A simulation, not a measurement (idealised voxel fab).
The following process module bears the name voxel capacitor over wiring.
The width of the displayed cross-section, cut, is 235 nm; its cells are square, with a size of 5 nm.
Cross-section layout: square cells on a grid; listed as bands, top to bottom; a band spans one or more cell rows. Read a band's entry like this: the first values are the height of its top and the height of its bottom in nm, and what follows is the sequence of materials from left to right, each with its width in nm. Note that "air" is empty space, and that a single material marked "everywhere" reaches across the band from edge to edge. The reference from which all heights are counted is 0, the level beneath which the as-received wafer is entirely one material; the lowest band, having no lower bound, proceeds downward and is written after the example "0 nm and below". So if you see something like "30..40" for the width, read it as the top row of the band sitting at the first number and the bottom row at the second, with every row in between moving by the same amount as the last. "same as before" for a step: no cell of the cross-section changed in that step. If an empty space has no open way to the top and is at least 8 cells in size, "Non-vented voids" lists it, written width x height at distance, where distance is measured from the left edge and every value is in nm. It should be noted that, on the line of a given step, the content following the step's settings is a remark produced by the simulator itself with respect to that step. overlay nm: mask offset rightward from planned place, masked step; negative means leftward offset.
-- Set out below are the planned steps of the process
- 1: RECEIVE [material Si]
- 2: CONFORMAL_DEP [material SiO2] [thk nm 15]
- 3: DIRECTIONAL_DEP [material TiN] [thk nm 5]
- 4: DIRECTIONAL_DEP [material W] [thk nm 20]
- 5: DIRECTIONAL_DEP [material aC] [thk nm 15]
- 6: PATTERN [tone cover] [mask id METAL_1] [material resist] [width nm 25] [pitch nm 85] [thk nm 35] [overlay nm 0]
- 7: DIRECTIONAL_ETCH [etch materials aC] [depth nm 15]
- 8: STRIP [etch materials resist]
- 9: DIRECTIONAL_ETCH [etch materials W] [depth nm 20]
- 10: DIRECTIONAL_ETCH [etch materials TiN] [depth nm 5]
- 11: STRIP [etch materials aC]
- 12: FILL_DEP [material SiO2] [thk nm 10]
- 13: CMP [height nm 40]
- 14: CONFORMAL_DEP [material SiCN] [thk nm 5]
- 15: DIRECTIONAL_DEP [material lowk] [thk nm 15]
- 16: MASKED_ETCH [tone open] [mask id PLUG_1] [width nm 15] [etch materials lowk] [depth nm 15] [overlay nm 0]
- 17: MASKED_ETCH [tone open] [mask id PLUG_1] [width nm 15] [etch materials SiCN] [depth nm 5] [overlay nm 0]
- 18: CONFORMAL_DEP [material TiN] [thk nm 5]
- 19: FILL_DEP [material Ru] [thk nm 10]
- 20: CMP [height nm 60]
- 21: DIRECTIONAL_DEP [material TiN] [thk nm 5]
- 22: DIRECTIONAL_DEP [material SiN] [thk nm 5]
- 23: DIRECTIONAL_DEP [material TiN] [thk nm 10]
- 24: DIRECTIONAL_DEP [material aC] [thk nm 10]
- 25: PATTERN [tone cover] [mask id UPPER_PLATE] [material resist] [width nm 65] [thk nm 25] [overlay nm 0]
- 26: DIRECTIONAL_ETCH [etch materials aC] [depth nm 10]
- 27: STRIP [etch materials resist]
- 28: DIRECTIONAL_ETCH [etch materials TiN] [depth nm 10]
- 29: DIRECTIONAL_ETCH [etch materials SiN] [depth nm 5]
- 30: STRIP [etch materials aC]
- 31: DIRECTIONAL_DEP [material aC] [thk nm 10]
- 32: PATTERN [tone cover] [mask id LOWER_PLATE] [material resist] [width nm 75] [thk nm 30] [overlay nm 0]
- 33: DIRECTIONAL_ETCH [etch materials aC] [depth nm 10]
- 34: STRIP [etch materials resist]
- 35: DIRECTIONAL_ETCH [etch materials TiN] [depth nm 5]
- 36: STRIP [etch materials aC]
- 37: FILL_DEP [material SiO2] [thk nm 15]
- 38: CMP [height nm 90]
- 39: PATTERN [tone open] [mask id PLUG_2] [material resist] [width nm 15] [thk nm 20] [overlay nm 0]
- 40: DIRECTIONAL_ETCH [etch materials SiO2] [depth nm 10]
- 41: STRIP [etch materials resist]
- 42: CONFORMAL_DEP [material TiN] [thk nm 5]
- 43: FILL_DEP [material Cu] [thk nm 5]
- 44: CMP [height nm 90]
- 45: CONFORMAL_DEP [material SiN] [thk nm 5]
Heads up: all these wafers start the same, and what changes between them is the width nm in step 39. The value you see in the plan is just what the first wafer got.
-- First wafer of several, as received: cross-section after step 1
- 0 nm and below  Si everywhere
- Non-vented voids: none
-- End-of-module cross-section, first of several wafers, after last step 45
- 95 nm to 90 nm  SiN everywhere
- 90 nm to 85 nm  SiO2 80 nm; TiN 5 nm; Cu 5 nm; TiN 5 nm; SiO2 140 nm
- 85 nm to 80 nm  SiO2 80 nm; TiN 15 nm; SiO2 140 nm
- 80 nm to 70 nm  SiO2 70 nm; TiN 65 nm; SiO2 100 nm
- 70 nm to 65 nm  SiO2 70 nm; SiN 65 nm; SiO2 100 nm
- 65 nm to 60 nm  SiO2 65 nm; TiN 75 nm; SiO2 95 nm
- 60 nm to 45 nm  lowk 70 nm; TiN 5 nm; Ru 5 nm; TiN 5 nm; lowk 150 nm
- 45 nm to 40 nm  SiCN 70 nm; TiN 15 nm; SiCN 150 nm
- 40 nm to 20 nm  SiO2 60 nm; W 25 nm; SiO2 60 nm; W 25 nm; SiO2 65 nm
- 20 nm to 15 nm  SiO2 60 nm; TiN 25 nm; SiO2 60 nm; TiN 25 nm; SiO2 65 nm
- 15 nm to 0 nm  SiO2 everywhere
- 0 nm and below  Si everywhere
- Non-vented voids: none
-- Cross-section of the final wafer among several, taken at the end of the module
- 95 nm to 90 nm  SiN everywhere
- 90 nm to 85 nm  SiO2 75 nm; TiN 5 nm; Cu 20 nm; TiN 5 nm; SiO2 130 nm
- 85 nm to 80 nm  SiO2 75 nm; TiN 30 nm; SiO2 130 nm
- 80 nm to 70 nm  SiO2 70 nm; TiN 65 nm; SiO2 100 nm
- 70 nm to 65 nm  SiO2 70 nm; SiN 65 nm; SiO2 100 nm
- 65 nm to 60 nm  SiO2 65 nm; TiN 75 nm; SiO2 95 nm
- 60 nm to 45 nm  lowk 70 nm; TiN 5 nm; Ru 5 nm; TiN 5 nm; lowk 150 nm
- 45 nm to 40 nm  SiCN 70 nm; TiN 15 nm; SiCN 150 nm
- 40 nm to 20 nm  SiO2 60 nm; W 25 nm; SiO2 60 nm; W 25 nm; SiO2 65 nm
- 20 nm to 15 nm  SiO2 60 nm; TiN 25 nm; SiO2 60 nm; TiN 25 nm; SiO2 65 nm
- 15 nm to 0 nm  SiO2 everywhere
- 0 nm and below  Si everywhere
- Non-vented voids: none
-- Gained (+) or lost (-) cells of each material since receipt, then closed voids: one row per wafer, at the end of the module
width nm 15 | +1 Cu | +3 Ru | +44 SiCN | +60 SiN | +548 SiO2 | +65 TiN | +40 W | +132 lowk | Non-vented voids: none
width nm 20 | +2 Cu | +3 Ru | +44 SiCN | +60 SiN | +546 SiO2 | +66 TiN | +40 W | +132 lowk | Non-vented voids: none
width nm 25 | +3 Cu | +3 Ru | +44 SiCN | +60 SiN | +544 SiO2 | +67 TiN | +40 W | +132 lowk | Non-vented voids: none
width nm 30 | +4 Cu | +3 Ru | +44 SiCN | +60 SiN | +542 SiO2 | +68 TiN | +40 W | +132 lowk | Non-vented voids: none
